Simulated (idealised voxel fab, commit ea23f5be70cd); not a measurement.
Herein follows the process module entitled voxel spacer lines.
Shown is cross-section cut, with a width of 165 nm and square cells of size 5 nm.
Format of a cross-section: grid, square cells. Given as bands. Order: top down. Band: one or more rows of cells. It is stipulated that each band's entry specify, in nanometres, the height of the top of the band and then that of its bottom, followed by the materials of the band in left-to-right sequence, each together with its width in nanometres. A single material marked by the word "throughout" is understood to fill the band from edge to edge; the word "air" is understood to denote empty space. Zero point of the height axis is 0; under it, received wafer = one material. Lowest band: continues down indefinitely, "z 0 and below". The expression "30..40" gives the width at the extremes of the band, the first number at its top row of cells and the second at its bottom row, with the width changing by equal amounts from each row to the next in between. Step note "nothing got changed" = no cross-section cell changed. The entry titled "Enclosed internal voids" provides the empty spaces that have no open way to the top, restricted to those of 8 cells or more. Each is presented as width x height at distance, the distance being measured from the left edge, with all three in nm. On each step's line, the part that comes after the settings is the simulator's own comment on the step. When a step includes a mask, the "overlay nm" setting on its line states how far to the right of its planned place that mask lay, and negative values state how far to the left.
This section lists the process steps that were planned:
- 1: RECEIVE | material Si
- 2: CONFORMAL_DEP | material Al2O3 | thk nm 5
- 3: DIRECTIONAL_DEP | material polySi | thk nm 20
- 4: DIRECTIONAL_DEP | material aC | thk nm 30
- 5: PATTERN | tone cover | mask id MANDREL | material resist | width nm 20 | pitch nm 70 | thk nm 35 | overlay nm 0
- 6: DIRECTIONAL_ETCH | etch materials aC | depth nm 30
- 7: STRIP | etch materials resist
- 8: CONFORMAL_DEP | material SiO2 | thk nm 15
- 9: DIRECTIONAL_ETCH | etch materials SiO2 | depth nm 15
- 10: STRIP | etch materials aC
- 11: DIRECTIONAL_ETCH | etch materials polySi | depth nm 20
- 12: STRIP | etch materials SiO2
Incoming wafer in cross-section (state: after step 1):
> z 0 and below = Si throughout
> Enclosed internal voids: none
Look at the cross-section after the module: the wafer started out the way shown above and the plan was the one shown above, yet one mistake was made along the way:
> z 25 to 5 = air 10; polySi 15; air 20; polySi 15; air 20; polySi 15; air 20; polySi 15; air 35
> z 5 to 0 = Al2O3 throughout
> z 0 and below = Si throughout
> Enclosed internal voids: none
Deviation noted in wafer processing: step 5 deviated from plan and actually ran as PATTERN | tone cover | mask id MANDREL | material resist | width nm 20 | pitch nm 70 | thk nm 35 | overlay nm -10
